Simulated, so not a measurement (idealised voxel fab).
The following process module bears the name voxel fin reveal.
The width of the displayed cross-section, cut, is 275 nm; its cells are square, with a size of 5 nm.
Just so we're on the same page, the cross-sections are grids of square cells, and they're listed out in bands top to bottom, each band one or more rows deep.
Within each band entry, the heights of the top and of the bottom of the band appear first, in that order and in nm; the materials of the band then follow from left to right, each with its corresponding width in nm. The designation "throughout" on a single material indicates that it fills the band from edge to edge; the designation "blank" indicates empty space.
Counting heights begins at 0, where everything beneath is, in the wafer as received, one material. The lowest band has no bottom; it goes on downwards, as "top 0, no bottom" shows.
Per-row width for "30->40": begins at first number (top row of band), ends at second number (bottom row), increment between rows held constant.
Where the words "nothing altered" appear for a step, the cross-section shows no cell changed by that step; every cell remained as before.
In "Enclosed empty spaces" the enclosed voids are listed, meaning empty spaces of 8 cells or larger without any opening to the top. The form is width x height at distance, distance from the left edge, units nm.
The remark found on a step's line after its settings is issued by the simulator itself and pertains to that step.
If you see "overlay nm" on a step's line and that step has a mask, it's telling you how far right of where it was planned the mask ended up; a negative number means it went left instead.
The steps planned for the process are as follows:
1. RECEIVE with material Si
2. CONFORMAL_DEP with material SiN, thk nm 5
3. MASKED_ETCH with tone cover, mask id FINS, width nm 15, pitch nm 40, etch materials SiN, depth nm 5, overlay nm 0
4. MASKED_ETCH with tone cover, mask id FINS, width nm 15, pitch nm 40, etch materials Si, depth nm 30, overlay nm 0
5. OXIDIZE with depth nm 5
6. FILL_DEP with material SiO2, thk nm 15
7. CMP with height nm 5
8. SELECTIVE_ETCH with etch materials SiO2, depth nm 15
9. STRIP with etch materials SiN
10. CONFORMAL_DEP with material SiO2, thk nm 5
Cross-section: wafer on arrival = after step 1:
* top 0, no bottom = Si throughout
* Enclosed empty spaces: none
End-of-module cross-section. Starting structure and process plan as above; one mistake made in running it:
* top 5, bottom 0 = 110 SiO2; 15 blank; 25 SiO2; 15 blank; 110 SiO2
* top 0, bottom -5 = 105 Si; 25 SiO2; 15 Si; 25 SiO2; 105 Si
* top -5, no bottom = Si throughout
* Enclosed empty spaces: none
Against the plan, the run slipped here: note that step 3 departed from the planned setting and was carried out as MASKED_ETCH with tone open, mask id FINS, width nm 15, pitch nm 40, etch materials SiN, depth nm 5, overlay nm 0
